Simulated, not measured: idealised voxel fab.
Presented below is a process module, voxel gate over fins.
Xsec cut, 200 nm wide, square cell size 5 nm.
Notation: cross-section as square-cell grid; stated in bands, top first, going down; one or more cell rows per band. Read a band's entry like this: the first values are the height of its top and the height of its bottom in nm, and what follows is the sequence of materials from left to right, each with its width in nm. Note that "empty" is empty space, and that a single material marked "full width" reaches across the band from edge to edge. Heads up on the height convention: 0 is the point under which the incoming wafer is all one material, and the lowest band has no bottom, it just keeps going down, like "from 0 down". A two-number width, for instance "30..40", indicates that the width is equal to the first number in the top row of the band and to the second number in the bottom row, and that it changes by a constant amount per row of cells. Reading "no alteration" for a step: not a cell of the cross-section changed in it. The label "closed voids" introduces a list of the empty spaces, 8 cells or larger, that have no open way up to the top; each entry in it reads width x height at distance, where the distance is taken from the left edge and all three are stated in nm. On each step's line, the part that comes after the settings is the simulator's own comment on the step. overlay nm: on a step with a mask, how far right of its planned place the mask lay; negative means left.

plan:
1: op RECEIVE | material Si
2: op CONFORMAL_DEP | material SiN | thk nm 10
3: op DIRECTIONAL_DEP | material aC | thk nm 15
4: op PATTERN | tone cover | mask id FINS | material resist | width nm 15 | pitch nm 40 | thk nm 35 | overlay nm 0
5: op DIRECTIONAL_ETCH | etch materials aC | depth nm 15
6: op STRIP | etch materials resist
7: op DIRECTIONAL_ETCH | etch materials SiN | depth nm 10
8: op DIRECTIONAL_ETCH | etch materials Si | depth nm 35
9: op STRIP | etch materials aC
10: op OXIDIZE | depth nm 5
11: op FILL_DEP | material SiO2 | thk nm 15
12: op CMP | height nm 10
13: op SELECTIVE_ETCH | etch materials SiO2 | depth nm 25
14: op STRIP | etch materials SiN
15: op CONFORMAL_DEP | material HfO2 | thk nm 5
16: op CONFORMAL_DEP | material TiN | thk nm 5
17: op CONFORMAL_DEP | material TiAl | thk nm 5
18: op CONFORMAL_DEP | material TiN | thk nm 5
19: op FILL_DEP | material W | thk nm 10
20: op CMP | height nm 25
21: op CONFORMAL_DEP | material SiCN | thk nm 5

Cross-section of the wafer at receipt, which is the condition after step 1:
> from 0 down = Si full width
> closed voids: none

As-planned run: cross-section of the first of two wafers at end of module:
> from 30 to 25 = SiCN full width
> from 25 to 20 = W full width
> from 20 to 15 = W: 35, then TiN: 125, then W: 40
> from 15 to 10 = W: 35, then TiN: 5, then TiAl: 35, then TiN: 5, then TiAl: 35, then TiN: 5, then TiAl: 35, then TiN: 5, then W: 40
> from 10 to 5 = W: 35, then TiN: 5, then TiAl: 5, then TiN: 25, then TiAl: 5, then TiN: 5, then TiAl: 5, then TiN: 25, then TiAl: 5, then TiN: 5, then TiAl: 5, then TiN: 25, then TiAl: 5, then TiN: 5, then W: 40
> from 5 to 0 = TiN: 40, then TiAl: 5, then TiN: 5, then HfO2: 15, then TiN: 5, then TiAl: 5, then TiN: 5, then TiAl: 5, then TiN: 5, then HfO2: 15, then TiN: 5, then TiAl: 5, then TiN: 5, then TiAl: 5, then TiN: 5, then HfO2: 15, then TiN: 5, then TiAl: 5, then TiN: 45
> from 0 to -5 = TiAl: 45, then TiN: 5, then HfO2: 5, then Si: 5, then HfO2: 5, then TiN: 5, then TiAl: 15, then TiN: 5, then HfO2: 5, then Si: 5, then HfO2: 5, then TiN: 5, then TiAl: 15, then TiN: 5, then HfO2: 5, then Si: 5, then HfO2: 5, then TiN: 5, then TiAl: 50
> from -5 to -10 = TiN: 50, then HfO2: 5, then Si: 5, then HfO2: 5, then TiN: 25, then HfO2: 5, then Si: 5, then HfO2: 5, then TiN: 25, then HfO2: 5, then Si: 5, then HfO2: 5, then TiN: 55
> from -10 to -15 = HfO2: 55, then Si: 5, then HfO2: 35, then Si: 5, then HfO2: 35, then Si: 5, then HfO2: 60
> from -15 to -40 = SiO2: 55, then Si: 5, then SiO2: 35, then Si: 5, then SiO2: 35, then Si: 5, then SiO2: 60
> from -40 down = Si full width
> closed voids: none

This is the second of the two wafers, cross-sectioned at the end of the module; it started exactly like the first and was given the same plan, but it was run with one mistake:
> from 30 to 25 = SiCN full width
> from 25 to 20 = W full width
> from 20 to 15 = W: 35, then TiN: 125, then W: 40
> from 15 to 10 = W: 35, then TiN: 5, then TiAl: 35, then TiN: 5, then TiAl: 35, then TiN: 5, then TiAl: 35, then TiN: 5, then W: 40
> from 10 to 5 = W: 35, then TiN: 5, then TiAl: 5, then TiN: 25, then TiAl: 5, then TiN: 5, then TiAl: 5, then TiN: 25, then TiAl: 5, then TiN: 5, then TiAl: 5, then TiN: 25, then TiAl: 5, then TiN: 5, then W: 40
> from 5 to 0 = W: 35, then TiN: 5, then TiAl: 5, then TiN: 5, then HfO2: 15, then TiN: 5, then TiAl: 5, then TiN: 5, then TiAl: 5, then TiN: 5, then HfO2: 15, then TiN: 5, then TiAl: 5, then TiN: 5, then TiAl: 5, then TiN: 5, then HfO2: 15, then TiN: 5, then TiAl: 5, then TiN: 5, then W: 40
> from 0 to -20 = W: 35, then TiN: 5, then TiAl: 5, then TiN: 5, then HfO2: 5, then Si: 5, then HfO2: 5, then TiN: 5, then TiAl: 5, then TiN: 5, then TiAl: 5, then TiN: 5, then HfO2: 5, then Si: 5, then HfO2: 5, then TiN: 5, then TiAl: 5, then TiN: 5, then TiAl: 5, then TiN: 5, then HfO2: 5, then Si: 5, then HfO2: 5, then TiN: 5, then TiAl: 5, then TiN: 5, then W: 40
> from -20 to -25 = TiN: 40, then TiAl: 5, then TiN: 5, then HfO2: 5, then Si: 5, then HfO2: 5, then TiN: 5, then TiAl: 5, then TiN: 5, then TiAl: 5, then TiN: 5, then HfO2: 5, then Si: 5, then HfO2: 5, then TiN: 5, then TiAl: 5, then TiN: 5, then TiAl: 5, then TiN: 5, then HfO2: 5, then Si: 5, then HfO2: 5, then TiN: 5, then TiAl: 5, then TiN: 45
> from -25 to -30 = TiAl: 45, then TiN: 5, then HfO2: 5, then Si: 5, then HfO2: 5, then TiN: 5, then TiAl: 15, then TiN: 5, then HfO2: 5, then Si: 5, then HfO2: 5, then TiN: 5, then TiAl: 15, then TiN: 5, then HfO2: 5, then Si: 5, then HfO2: 5, then TiN: 5, then TiAl: 50
> from -30 to -35 = TiN: 50, then HfO2: 5, then Si: 5, then HfO2: 5, then TiN: 25, then HfO2: 5, then Si: 5, then HfO2: 5, then TiN: 25, then HfO2: 5, then Si: 5, then HfO2: 5, then TiN: 55
> from -35 to -40 = HfO2: 55, then Si: 5, then HfO2: 35, then Si: 5, then HfO2: 35, then Si: 5, then HfO2: 60
> from -40 down = Si full width
> closed voids: none
Heads up, the wafer didn't run the way we planned it: step 13 was run twice
Count the cells at the end and the second wafer has more or fewer of some materials than the first: 30 more of HfO2; 185 fewer of SiO2; 30 more of TiAl; 50 more of TiN; 75 more of W
